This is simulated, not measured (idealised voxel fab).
Documented hereafter: the process module known as voxel self aligned contacts.
Pictured: cross-section cut, 185 nm wide, on a grid of 5 nm square cells.
Format of a cross-section: grid, square cells. Given as bands. Order: top down. Band: one or more rows of cells.
Band: top and bottom heights (nm) first, top before bottom; then materials from left to right, widths in nm. "edge to edge" marks a sole material filling the band edge to edge. "blank" denotes empty space.
Convention: height 0 is the level below which the wafer, as received, is all one material. The lowest band does not terminate at the bottom but continues downward, represented as "0 -> down".
Graded width ("30->40"): value in top row of band = first number; value in bottom row = second number; row-to-row change constant.
No cell of the cross-section changed in a step that is given as "no alteration".
"Enclosed void listing": sealed empty spaces, 8 cells or more, no open way to top, listed width x height at distance, with distance from the left edge and width, height and distance in nm.
What comes after the settings on a step's line is commentary from the simulator itself on that step.
overlay nm, on a step with a mask: how far to the right of its planned place the mask lay; to the left if negative

**Listed below are the process steps as planned**
1 op RECEIVE | material Si
2 op CONFORMAL_DEP | material SiO2 | thk nm 5
3 op DIRECTIONAL_DEP | material polySi | thk nm 30
4 op DIRECTIONAL_DEP | material SiN | thk nm 20
5 op MASKED_ETCH | tone cover | mask id GATE | width nm 25 | pitch nm 60 | etch materials SiN | depth nm 20 | overlay nm 0
6 op MASKED_ETCH | tone cover | mask id GATE | width nm 25 | pitch nm 60 | etch materials polySi | depth nm 30 | overlay nm 0
7 op CONFORMAL_DEP | material SiN | thk nm 10
8 op DIRECTIONAL_ETCH | etch materials SiN | depth nm 10
9 op FILL_DEP | material SiO2 | thk nm 10
10 op CMP | height nm 60
11 op DIRECTIONAL_DEP | material aC | thk nm 10
12 op PATTERN | tone open | mask id CONTACT | material resist | width nm 45 | thk nm 25 | overlay nm 0
13 op DIRECTIONAL_ETCH | etch materials aC | depth nm 10
14 op STRIP | etch materials resist
15 op DIRECTIONAL_ETCH | etch materials SiO2 | depth nm 60
16 op STRIP | etch materials aC
17 op CONFORMAL_DEP | material TiN | thk nm 5
18 op FILL_DEP | material Ru | thk nm 10
19 op CMP | height nm 60
20 op CONFORMAL_DEP | material SiCN | thk nm 5

**The first of two wafers, run as planned**

**Cross-section, incoming material, after step 1**
> 0 -> down | Si edge to edge
> Enclosed void listing: none

**Once step 2 is through, the wafer looks like this in cross-section**
> 5 -> 0 | SiO2 edge to edge
> Below 0 it's all the same as before, nothing changed down there.

**Once step 3 is through, the wafer looks like this in cross-section**
> 35 -> 5 | polySi edge to edge
> Below 5 it's all the same as before, nothing changed down there.

**Once step 4 is through, the wafer looks like this in cross-section**
> 55 -> 35 | SiN edge to edge
> Below 35 it's all the same as before, nothing changed down there.

**Once step 5 is through, the wafer looks like this in cross-section**
> 55 -> 35 | blank 50 nm | SiN 25 nm | blank 35 nm | SiN 25 nm | blank 50 nm
> Below 35 it's all the same as before, nothing changed down there.

**Once step 6 is through, the wafer looks like this in cross-section**
> 55 -> 35 | blank 50 nm | SiN 25 nm | blank 35 nm | SiN 25 nm | blank 50 nm
> 35 -> 5 | blank 50 nm | polySi 25 nm | blank 35 nm | polySi 25 nm | blank 50 nm
> Below 5 it's all the same as before, nothing changed down there.

**Once step 7 is through, the wafer looks like this in cross-section**
> 65 -> 35 | blank 40 nm | SiN 45 nm | blank 15 nm | SiN 45 nm | blank 40 nm
> 35 -> 15 | blank 40 nm | SiN 10 nm | polySi 25 nm | SiN 10 nm | blank 15 nm | SiN 10 nm | polySi 25 nm | SiN 10 nm | blank 40 nm
> 15 -> 5 | SiN 50 nm | polySi 25 nm | SiN 35 nm | polySi 25 nm | SiN 50 nm
> Below 5 it's all the same as before, nothing changed down there.

**Once step 8 is through, the wafer looks like this in cross-section**
> 55 -> 35 | blank 40 nm | SiN 45 nm | blank 15 nm | SiN 45 nm | blank 40 nm
> 35 -> 5 | blank 40 nm | SiN 10 nm | polySi 25 nm | SiN 10 nm | blank 15 nm | SiN 10 nm | polySi 25 nm | SiN 10 nm | blank 40 nm
> Below 5 it's all the same as before, nothing changed down there.

**Once step 9 is through, the wafer looks like this in cross-section**
> 65 -> 55 | SiO2 edge to edge
> 55 -> 35 | SiO2 40 nm | SiN 45 nm | SiO2 15 nm | SiN 45 nm | SiO2 40 nm
> 35 -> 5 | SiO2 40 nm | SiN 10 nm | polySi 25 nm | SiN 10 nm | SiO2 15 nm | SiN 10 nm | polySi 25 nm | SiN 10 nm | SiO2 40 nm
> Below 5 it's all the same as before, nothing changed down there.

**Once step 10 is through, the wafer looks like this in cross-section**
> 60 -> 55 | SiO2 edge to edge
> Below 55 it's all the same as before, nothing changed down there.

**Once step 11 is through, the wafer looks like this in cross-section**
> 70 -> 60 | aC edge to edge
> Below 60 it's all the same as before, nothing changed down there.

**Once step 12 is through, the wafer looks like this in cross-section**
> 95 -> 70 | resist 70 nm | blank 45 nm | resist 70 nm
> Below 70 it's all the same as before, nothing changed down there.

**Once step 13 is through, the wafer looks like this in cross-section**
> 85 -> 70 | resist 70 nm | blank 45 nm | resist 70 nm
> 70 -> 60 | aC 70 nm | blank 45 nm | aC 70 nm
> Below 60 it's all the same as before, nothing changed down there.

**Once step 14 is through, the wafer looks like this in cross-section**
> 70 -> 60 | aC 70 nm | blank 45 nm | aC 70 nm
> Below 60 it's all the same as before, nothing changed down there.

**Once step 15 is through, the wafer looks like this in cross-section**
> 70 -> 60 | aC 70 nm | blank 45 nm | aC 70 nm
> 60 -> 55 | SiO2 70 nm | blank 45 nm | SiO2 70 nm
> 55 -> 35 | SiO2 40 nm | SiN 45 nm | blank 15 nm | SiN 45 nm | SiO2 40 nm
> 35 -> 5 | SiO2 40 nm | SiN 10 nm | polySi 25 nm | SiN 10 nm | blank 15 nm | SiN 10 nm | polySi 25 nm | SiN 10 nm | SiO2 40 nm
> 5 -> 0 | SiO2 85 nm | blank 15 nm | SiO2 85 nm
> Below 0 it's all the same as before, nothing changed down there.

**Once step 16 is through, the wafer looks like this in cross-section**
> 60 -> 55 | SiO2 70 nm | blank 45 nm | SiO2 70 nm
> Below 55 it's all the same as before, nothing changed down there.

**Once step 17 is through, the wafer looks like this in cross-section**
> 65 -> 60 | TiN 75 nm | blank 35 nm | TiN 75 nm
> 60 -> 55 | SiO2 70 nm | TiN 20 nm | blank 5 nm | TiN 20 nm | SiO2 70 nm
> 55 -> 35 | SiO2 40 nm | SiN 45 nm | TiN 5 nm | blank 5 nm | TiN 5 nm | SiN 45 nm | SiO2 40 nm
> 35 -> 5 | SiO2 40 nm | SiN 10 nm | polySi 25 nm | SiN 10 nm | TiN 5 nm | blank 5 nm | TiN 5 nm | SiN 10 nm | polySi 25 nm | SiN 10 nm | SiO2 40 nm
> 5 -> 0 | SiO2 85 nm | TiN 15 nm | SiO2 85 nm
> Below 0 it's all the same as before, nothing changed down there.

**Once step 18 is through, the wafer looks like this in cross-section**
> 75 -> 65 | Ru edge to edge
> 65 -> 60 | TiN 75 nm | Ru 35 nm | TiN 75 nm
> 60 -> 55 | SiO2 70 nm | TiN 20 nm | Ru 5 nm | TiN 20 nm | SiO2 70 nm
> 55 -> 35 | SiO2 40 nm | SiN 45 nm | TiN 5 nm | Ru 5 nm | TiN 5 nm | SiN 45 nm | SiO2 40 nm
> 35 -> 5 | SiO2 40 nm | SiN 10 nm | polySi 25 nm | SiN 10 nm | TiN 5 nm | Ru 5 nm | TiN 5 nm | SiN 10 nm | polySi 25 nm | SiN 10 nm | SiO2 40 nm
> Below 5 it's all the same as before, nothing changed down there.

**Once step 19 is through, the wafer looks like this in cross-section**
> 60 -> 55 | SiO2 70 nm | TiN 20 nm | Ru 5 nm | TiN 20 nm | SiO2 70 nm
> Below 55 it's all the same as before, nothing changed down there.

**Once step 20 is through, the wafer looks like this in cross-section**
> 65 -> 60 | SiCN edge to edge
> Below 60 it's all the same as before, nothing changed down there.

**Second wafer, same starting conditions and recipe as the first, one mistake in executing it, nothing differs from the first up to and including step 8**

**At the planned end of step 9, the second wafer in cross-section**
> 65 -> 55 | aC edge to edge
> 55 -> 35 | aC 40 nm | SiN 45 nm | aC 15 nm | SiN 45 nm | aC 40 nm
> 35 -> 5 | aC 40 nm | SiN 10 nm | polySi 25 nm | SiN 10 nm | aC 15 nm | SiN 10 nm | polySi 25 nm | SiN 10 nm | aC 40 nm
> Below 5 it's all the same as before, nothing changed down there.

**At the planned end of step 10, the second wafer in cross-section**
> 60 -> 55 | aC edge to edge
> Below 55 it's all the same as before, nothing changed down there.

**At the planned end of step 11, the second wafer in cross-section**
> 70 -> 55 | aC edge to edge
> Below 55 it's all the same as before, nothing changed down there.

**At the planned end of step 12, the second wafer in cross-section**
> 95 -> 70 | resist 70 nm | blank 45 nm | resist 70 nm
> Below 70 it's all the same as before, nothing changed down there.

**At the planned end of step 13, the second wafer in cross-section**
> 85 -> 70 | resist 70 nm | blank 45 nm | resist 70 nm
> 70 -> 60 | aC 70 nm | blank 45 nm | aC 70 nm
> Below 60 it's all the same as before, nothing changed down there.

**At the planned end of step 14, the second wafer in cross-section**
> 70 -> 60 | aC 70 nm | blank 45 nm | aC 70 nm
> Below 60 it's all the same as before, nothing changed down there.

At the planned end of step 15, the second wafer in cross-section: no alteration

**At the planned end of step 16, the second wafer in cross-section**
> 55 -> 35 | blank 40 nm | SiN 45 nm | blank 15 nm | SiN 45 nm | blank 40 nm
> 35 -> 5 | blank 40 nm | SiN 10 nm | polySi 25 nm | SiN 10 nm | blank 15 nm | SiN 10 nm | polySi 25 nm | SiN 10 nm | blank 40 nm
> Below 5 it's all the same as before, nothing changed down there.

**At the planned end of step 17, the second wafer in cross-section**
> 60 -> 55 | blank 35 nm | TiN 55 nm | blank 5 nm | TiN 55 nm | blank 35 nm
> 55 -> 35 | blank 35 nm | TiN 5 nm | SiN 45 nm | TiN 5 nm | blank 5 nm | TiN 5 nm | SiN 45 nm | TiN 5 nm | blank 35 nm
> 35 -> 10 | blank 35 nm | TiN 5 nm | SiN 10 nm | polySi 25 nm | SiN 10 nm | TiN 5 nm | blank 5 nm | TiN 5 nm | SiN 10 nm | polySi 25 nm | SiN 10 nm | TiN 5 nm | blank 35 nm
> 10 -> 5 | TiN 40 nm | SiN 10 nm | polySi 25 nm | SiN 10 nm | TiN 15 nm | SiN 10 nm | polySi 25 nm | SiN 10 nm | TiN 40 nm
> Below 5 it's all the same as before, nothing changed down there.

**At the planned end of step 18, the second wafer in cross-section**
> 70 -> 60 | Ru edge to edge
> 60 -> 55 | Ru 35 nm | TiN 55 nm | Ru 5 nm | TiN 55 nm | Ru 35 nm
> 55 -> 35 | Ru 35 nm | TiN 5 nm | SiN 45 nm | TiN 5 nm | Ru 5 nm | TiN 5 nm | SiN 45 nm | TiN 5 nm | Ru 35 nm
> 35 -> 10 | Ru 35 nm | TiN 5 nm | SiN 10 nm | polySi 25 nm | SiN 10 nm | TiN 5 nm | Ru 5 nm | TiN 5 nm | SiN 10 nm | polySi 25 nm | SiN 10 nm | TiN 5 nm | Ru 35 nm
> Below 10 it's all the same as before, nothing changed down there.

**At the planned end of step 19, the second wafer in cross-section**
> 60 -> 55 | Ru 35 nm | TiN 55 nm | Ru 5 nm | TiN 55 nm | Ru 35 nm
> Below 55 it's all the same as before, nothing changed down there.

**At the planned end of step 20, the second wafer in cross-section**
> 65 -> 60 | SiCN edge to edge
> Below 60 it's all the same as before, nothing changed down there.
Finding, execution versus plan: step 9: run off-plan, actual operation and settings op FILL_DEP | material aC | thk nm 10
Final difference in cells, second wafer against first, listed per material as more or fewer: Ru: 139 more, SiO2: 185 fewer, TiN: 46 more
